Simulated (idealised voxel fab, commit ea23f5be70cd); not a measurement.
voxel released beams: a process module
The cross-section shown here is cut; it is 190 nm wide and divided into square cells measuring 5 nm on a side.
Cross-section, as written here: a square-cell grid given band by band from the top down, where a band holds one or more rows of cells. Basically the band line says how high the top is and how high the bottom is, in nm, and then what's in it from left to right, every material with its width in nm. Empty space shows up as "air", and if a single material carries "everywhere" it runs the full band edge to edge. Heights from 0 (as-received wafer is one material below). Bottom band endless downward, as "top 0, no bottom". The notation "30 to 40" denotes a width that varies across the rows of cells in the band, beginning at the first number in the top row, finishing at the second number in the bottom row, and changing by an identical amount from each row to the next. "nothing different" -> step changed no cross-section cell. The entry "Non-vented voids" lists the empty spaces that cover at least 8 cells and have no open path to the top. Each is written as width x height at distance, where the distance is measured from the left edge and all three values are in nm. On a step's line, text after the settings is the simulator commenting on that step. "overlay nm", when on a step's line for a step with a mask, measures how far to the right of its planned place the mask lay; a negative measure means to the left.
Listed below are the process steps as planned:
| 1 | RECEIVE [material Si] |
| 2 | CONFORMAL_DEP [material SiN] [thk nm 10] |
| 3 | DIRECTIONAL_DEP [material SiO2] [thk nm 10] |
| 4 | DIRECTIONAL_DEP [material aC] [thk nm 15] |
| 5 | PATTERN [tone open] [mask id ANCHOR] [material resist] [width nm 35] [thk nm 35] [overlay nm 0] |
| 6 | DIRECTIONAL_ETCH [etch materials aC] [depth nm 15] |
| 7 | STRIP [etch materials resist] |
| 8 | DIRECTIONAL_ETCH [etch materials SiO2] [depth nm 10] |
| 9 | STRIP [etch materials aC] |
| 10 | CONFORMAL_DEP [material TiN] [thk nm 10] |
| 11 | DIRECTIONAL_DEP [material aC] [thk nm 10] |
| 12 | PATTERN [tone cover] [mask id BEAM] [material resist] [width nm 100] [thk nm 30] [overlay nm 0] |
| 13 | DIRECTIONAL_ETCH [etch materials aC] [depth nm 10] |
| 14 | STRIP [etch materials resist] |
| 15 | DIRECTIONAL_ETCH [etch materials TiN] [depth nm 10] |
| 16 | STRIP [etch materials aC] |
| 17 | STRIP [etch materials SiO2] |
First wafer, two in total, run as planned:
Wafer at receipt (post step 1), cross-section:
top 0, no bottom: Si everywhere
Non-vented voids: none
Cross-section: wafer state after step 2:
top 10, bottom 0: SiN everywhere
Note: structure below 0 unchanged.
Cross-section: wafer state after step 3:
top 20, bottom 10: SiO2 everywhere
Note: structure below 10 unchanged.
Cross-section: wafer state after step 4:
top 35, bottom 20: aC everywhere
Note: structure below 20 unchanged.
Cross-section: wafer state after step 5:
top 70, bottom 35: resist 45  air 35  resist 110
Note: structure below 35 unchanged.
Cross-section: wafer state after step 6:
top 55, bottom 35: resist 45  air 35  resist 110
top 35, bottom 20: aC 45  air 35  aC 110
Note: structure below 20 unchanged.
Cross-section: wafer state after step 7:
top 35, bottom 20: aC 45  air 35  aC 110
Note: structure below 20 unchanged.
Cross-section: wafer state after step 8:
top 35, bottom 20: aC 45  air 35  aC 110
top 20, bottom 10: SiO2 45  air 35  SiO2 110
Note: structure below 10 unchanged.
Cross-section: wafer state after step 9:
top 20, bottom 10: SiO2 45  air 35  SiO2 110
Note: structure below 10 unchanged.
Cross-section: wafer state after step 10:
top 30, bottom 20: TiN 55  air 15  TiN 120
top 20, bottom 10: SiO2 45  TiN 35  SiO2 110
Note: structure below 10 unchanged.
Cross-section: wafer state after step 11:
top 40, bottom 30: aC 55  air 15  aC 120
top 30, bottom 20: TiN 55  aC 15  TiN 120
Note: structure below 20 unchanged.
Cross-section: wafer state after step 12:
top 70, bottom 40: air 40  resist 100  air 50
top 40, bottom 30: aC 55  resist 15  aC 120
Note: structure below 30 unchanged.
Cross-section: wafer state after step 13:
top 60, bottom 40: air 40  resist 100  air 50
top 40, bottom 30: air 40  aC 15  resist 15  aC 70  air 50
Note: structure below 30 unchanged.
Cross-section: wafer state after step 14:
top 40, bottom 30: air 40  aC 15  air 15  aC 70  air 50
Note: structure below 30 unchanged.
Cross-section: wafer state after step 15:
top 40, bottom 30: air 40  aC 15  air 15  aC 70  air 50
top 30, bottom 20: air 40  TiN 15  aC 15  TiN 70  air 50
Note: structure below 20 unchanged.
Cross-section: wafer state after step 16:
top 30, bottom 20: air 40  TiN 15  air 15  TiN 70  air 50
Note: structure below 20 unchanged.
Cross-section: wafer state after step 17:
top 30, bottom 20: air 40  TiN 15  air 15  TiN 70  air 50
top 20, bottom 10: air 45  TiN 35  air 110
Note: structure below 10 unchanged.
The second wafer: identical to the first at the outset and in its planned sequence, differing only in that one mistake was made during processing; up to and including step 2, its path is the first wafer's path:
X-section, second wafer, when step 3 was due to finish:
top 20, bottom 0: SiN everywhere
Note: structure below 0 unchanged.
X-section, second wafer, when step 4 was due to finish:
top 35, bottom 20: aC everywhere
Note: structure below 20 unchanged.
X-section, second wafer, when step 5 was due to finish:
top 70, bottom 35: resist 45  air 35  resist 110
Note: structure below 35 unchanged.
X-section, second wafer, when step 6 was due to finish:
top 55, bottom 35: resist 45  air 35  resist 110
top 35, bottom 20: aC 45  air 35  aC 110
Note: structure below 20 unchanged.
X-section, second wafer, when step 7 was due to finish:
top 35, bottom 20: aC 45  air 35  aC 110
Note: structure below 20 unchanged.
X-section, second wafer, when step 8 was due to finish: nothing different
X-section, second wafer, when step 9 was due to finish:
top 20, bottom 0: SiN everywhere
Note: structure below 0 unchanged.
X-section, second wafer, when step 10 was due to finish:
top 30, bottom 20: TiN everywhere
Note: structure below 20 unchanged.
X-section, second wafer, when step 11 was due to finish:
top 40, bottom 30: aC everywhere
Note: structure below 30 unchanged.
X-section, second wafer, when step 12 was due to finish:
top 70, bottom 40: air 40  resist 100  air 50
Note: structure below 40 unchanged.
X-section, second wafer, when step 13 was due to finish:
top 60, bottom 40: air 40  resist 100  air 50
top 40, bottom 30: air 40  aC 100  air 50
Note: structure below 30 unchanged.
X-section, second wafer, when step 14 was due to finish:
top 40, bottom 30: air 40  aC 100  air 50
Note: structure below 30 unchanged.
X-section, second wafer, when step 15 was due to finish:
top 40, bottom 30: air 40  aC 100  air 50
top 30, bottom 20: air 40  TiN 100  air 50
Note: structure below 20 unchanged.
X-section, second wafer, when step 16 was due to finish:
top 30, bottom 20: air 40  TiN 100  air 50
Note: structure below 20 unchanged.
X-section, second wafer, when step 17 was due to finish: nothing different
Heads up, the wafer didn't run the way we planned it: step 3 ran as: DIRECTIONAL_DEP [material SiN] [thk nm 10]
Cell-count delta at end, second wafer over first, by material: 76 more of SiN | 8 fewer of TiN
